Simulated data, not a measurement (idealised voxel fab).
Herein follows the process module entitled voxel self aligned vias.
cross-section cut | 195 nm wide | cells 5 nm
In what follows, cross-sections appear as grids of square cells, described through bands that run from the top down, where every band is one or more rows of cells.
Read a band's entry like this: the first values are the height of its top and the height of its bottom in nm, and what follows is the sequence of materials from left to right, each with its width in nm. Note that "blank" is empty space, and that a single material marked "edge to edge" reaches across the band from edge to edge.
All heights in this document are referenced to 0, defined as the level beneath which the wafer, as received, consists entirely of one material. The lowest band is not bounded below; it extends indefinitely downward and is written in the form "top 0, no bottom".
Width "30 to 40": first value at the band's top row of cells, second value at its bottom row, equal change from row to row.
"remained unchanged" (step): cross-section cells unchanged, all of them.
Entry "Closed void entries". Content: empty spaces with no open connection to the top, size 8 cells or greater. Each: width x height at distance. Distance: from left edge. Unit: nm.
Read whatever lies past the settings on a step's line as the simulator's own remark about the step.
Each step line may optionally specify "overlay nm", which for a step with a mask gives the rightward distance between the mask's planned place and where it lay, a negative value indicating the leftward direction.

# Process steps - plan
| 1 | RECEIVE [material Si] |
| 2 | CONFORMAL_DEP [material SiO2] [thk nm 15] |
| 3 | CONFORMAL_DEP [material SiCN] [thk nm 5] |
| 4 | DIRECTIONAL_DEP [material SiO2] [thk nm 25] |
| 5 | MASKED_ETCH [tone open] [mask id LINES] [width nm 25] [pitch nm 65] [etch materials SiO2] [depth nm 25] [overlay nm 0] |
| 6 | CONFORMAL_DEP [material TiN] [thk nm 5] |
| 7 | FILL_DEP [material Ru] [thk nm 10] |
| 8 | CMP [height nm 45] |
| 9 | SELECTIVE_ETCH [etch materials W Ru TiN] [depth nm 5] |
| 10 | FILL_DEP [material SiN] [thk nm 5] |
| 11 | CMP [height nm 45] |
| 12 | DIRECTIONAL_DEP [material SiO2] [thk nm 15] |
| 13 | DIRECTIONAL_DEP [material aC] [thk nm 10] |
| 14 | PATTERN [tone open] [mask id VIAS] [material resist] [width nm 35] [thk nm 30] [overlay nm 0] |
| 15 | DIRECTIONAL_ETCH [etch materials aC] [depth nm 10] |
| 16 | STRIP [etch materials resist] |
| 17 | DIRECTIONAL_ETCH [etch materials SiO2] [depth nm 15] |
| 18 | DIRECTIONAL_ETCH [etch materials SiN] [depth nm 5] |
| 19 | STRIP [etch materials aC] |
| 20 | CONFORMAL_DEP [material TiN] [thk nm 5] |
| 21 | FILL_DEP [material Ru] [thk nm 10] |
| 22 | CMP [height nm 60] |
| 23 | CONFORMAL_DEP [material SiN] [thk nm 5] |

# So this is the incoming wafer in cross-section - it's already been through step 1
- top 0, no bottom  Si edge to edge
- Closed void entries: none

# Figure: cross-sectional view of the wafer upon completion of the module, processed from the initial state and according to the plan depicted above, with one error introduced during execution
- top 65, bottom 60  SiN edge to edge
- top 60, bottom 50  50 SiO2 / 5 TiN / 25 Ru / 5 TiN / 110 SiO2
- top 50, bottom 45  50 SiO2 / 5 TiN / 15 Ru / 15 TiN / 110 SiO2
- top 45, bottom 40  50 SiO2 / 25 TiN / 40 SiO2 / 25 SiN / 55 SiO2
- top 40, bottom 25  50 SiO2 / 5 TiN / 15 Ru / 5 TiN / 40 SiO2 / 5 TiN / 15 Ru / 5 TiN / 55 SiO2
- top 25, bottom 20  50 SiO2 / 25 TiN / 40 SiO2 / 25 TiN / 55 SiO2
- top 20, bottom 15  SiCN edge to edge
- top 15, bottom 0  SiO2 edge to edge
- top 0, no bottom  Si edge to edge
- Closed void entries: none
Nonconformance to the process plan: so step 14 ended up running with a different setting than we planned, it ran as PATTERN [tone open] [mask id VIAS] [material resist] [width nm 35] [thk nm 30] [overlay nm 5]
